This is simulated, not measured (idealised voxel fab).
The name of this process module is voxel trench capacitor.
The cross-section on display is named cut; it measures 240 nm wide, and its cells are 5 nm squares.
A cross-section is a grid of square cells, given in bands from the top down. A band is one or more rows of cells. Each band's line starts with the height of the band's top and of its bottom, in nm. Then come its materials from left to right, each with its width in nm. One material with "edge to edge" fills the band from edge to edge. "air" is empty space. Beneath 0, the wafer as received is one material, and that level is where height counting begins. The lowest band goes on downward without a bottom; it is written like "top 0, no bottom". Graded width ("30->40"): value in top row of band = first number; value in bottom row = second number; row-to-row change constant. Step marked "no modifications"? Then no cell in the cross-section changed in it. Listed in "Fully closed voids": every empty space of 8 or more cells without an open way to the top. Form: width x height at distance, the distance being from the left edge, all in nm. Past the settings on a step's line: simulator remark, on that step. overlay nm: step with mask; distance mask lay right of planned place; negative value = left of planned place.

-- Planned process steps
1) RECEIVE [material Si]
2) CONFORMAL_DEP [material SiN] [thk nm 5]
3) DIRECTIONAL_DEP [material aC] [thk nm 15]
4) PATTERN [tone open] [mask id TRENCH] [material resist] [width nm 25] [pitch nm 50] [thk nm 30] [overlay nm 0]
5) DIRECTIONAL_ETCH [etch materials aC] [depth nm 15]
6) STRIP [etch materials resist]
7) DIRECTIONAL_ETCH [etch materials SiN] [depth nm 5]
8) DIRECTIONAL_ETCH [etch materials Si] [depth nm 25]
9) STRIP [etch materials aC]
10) CONFORMAL_DEP [material SiO2] [thk nm 5]
11) FILL_DEP [material polySi] [thk nm 10]
12) CMP [height nm -5]
Wafers differ in height nm at step 12; plan lists the first wafer's value; identical starting state.

-- So this is the first of several wafers, cross-sectioned as it came to us, meaning it's at the end of step 1
top 0, no bottom = Si edge to edge
Fully closed voids: none

-- wafer rows; end of module; cells per material since receipt: (+) gained, (-) lost; then closed voids
height nm -5 | -108 Si | +33 SiO2 | +27 polySi | Fully closed voids: none
height nm 0 | -75 Si | +39 SiO2 | +36 polySi | Fully closed voids: none
height nm 5 | -75 Si | +33 SiN | +45 SiO2 | +45 polySi | Fully closed voids: none
height nm 10 | -75 Si | +33 SiN | +84 SiO2 | +54 polySi | Fully closed voids: none
height nm 15 | -75 Si | +33 SiN | +84 SiO2 | +102 polySi | Fully closed voids: none
height nm 20 | -75 Si | +33 SiN | +84 SiO2 | +150 polySi | Fully closed voids: none
